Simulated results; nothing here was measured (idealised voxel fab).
Process module heading - voxel self aligned contacts
Cross-sectional view cut (width: 290 nm; square cell size: 5 nm).
Throughout this document, each cross-section is represented as a grid of square cells and is presented as a sequence of bands enumerated from the top downward, where a band comprises one or more rows of cells. The entry gives the band's vertical extent as a top height and a bottom height in nm, then its horizontal make-up as materials from left to right, each with a width in nm. "empty" stands for empty space; a single material marked "throughout" fills the band edge to edge. We count height from 0. Below that, the starting wafer is all one material. The lowest band never ends at the bottom but goes on down; see "z 0 and below" for how that is written. The expression "30..40" gives the width at the extremes of the band, the first number at its top row of cells and the second at its bottom row, with the width changing by equal amounts from each row to the next in between. No cell of the cross-section changed in a step that is given as "nothing changed". Under "Completely enclosed voids" you'll find the enclosed gaps, the ones with no way out to the top, that are 8 cells or bigger; each reads width x height at distance, with distance counted from the left edge, everything in nm. Text after the settings on a step's line: the simulator's own remark on that step. On any step carrying a mask, the "overlay nm" setting, if present on the step's line, tells how far right of its planned place the mask lay; negative values point to the left.
These are the steps we planned for the process
1: RECEIVE, material Si
2: CONFORMAL_DEP, material SiO2, thk nm 5
3: DIRECTIONAL_DEP, material polySi, thk nm 25
4: DIRECTIONAL_DEP, material SiN, thk nm 20
5: DIRECTIONAL_DEP, material aC, thk nm 10
6: PATTERN, tone cover, mask id GATE, material resist, width nm 35, pitch nm 60, thk nm 25, overlay nm 0
7: DIRECTIONAL_ETCH, etch materials aC, depth nm 10
8: STRIP, etch materials resist
9: DIRECTIONAL_ETCH, etch materials SiN, depth nm 20
10: DIRECTIONAL_ETCH, etch materials polySi, depth nm 25
11: STRIP, etch materials aC
12: CONFORMAL_DEP, material SiN, thk nm 5
13: DIRECTIONAL_ETCH, etch materials SiN, depth nm 5
14: FILL_DEP, material SiO2, thk nm 10
15: CMP, height nm 55
16: MASKED_ETCH, tone open, mask id CONTACT, width nm 35, etch materials SiO2, depth nm 55, overlay nm 0
17: CONFORMAL_DEP, material TiN, thk nm 5
18: FILL_DEP, material W, thk nm 5
19: CMP, height nm 55
20: CONFORMAL_DEP, material SiN, thk nm 5
Cross-sectional view of the wafer in its as-received condition, corresponding to the state after step 1
	z 0 and below | Si throughout
	Completely enclosed voids: none
First of two wafers, end-of-module section, run followed plan
	z 60 to 55 | SiN throughout
	z 55 to 50 | SiO2 (125) | TiN (15) | W (5) | TiN (15) | SiO2 (130)
	z 50 to 30 | SiO2 (90) | SiN (45) | TiN (5) | W (5) | TiN (5) | SiN (45) | SiO2 (95)
	z 30 to 5 | SiO2 (90) | SiN (5) | polySi (35) | SiN (5) | TiN (5) | W (5) | TiN (5) | SiN (5) | polySi (35) | SiN (5) | SiO2 (95)
	z 5 to 0 | SiO2 (135) | TiN (15) | SiO2 (140)
	z 0 and below | Si throughout
	Completely enclosed voids: none
Wafer two, end of module, cross-section. Same start, same plan as wafer one. One mistake in the run
	z 60 to 55 | SiN throughout
	z 55 to 45 | SiO2 (125) | TiN (5..10) | W (25..15) | TiN (5..10) | SiO2 (130)
	z 45 to 30 | SiO2 (95) | SiN (35) | TiN (5) | W (15) | TiN (5) | SiN (35) | SiO2 (100)
	z 30 to 5 | SiO2 (95) | polySi (35) | TiN (5) | W (15) | TiN (5) | polySi (35) | SiO2 (100)
	z 5 to 0 | SiO2 (130) | TiN (25) | SiO2 (135)
	z 0 and below | Si throughout
	Completely enclosed voids: none
Run error: the run left out plan step 12 entirely, so it was never executed
It is noted that, at the conclusion of processing, the second wafer exhibits a higher or lower cell count for certain materials relative to the first: SiN -50; SiO2 +28; W +22
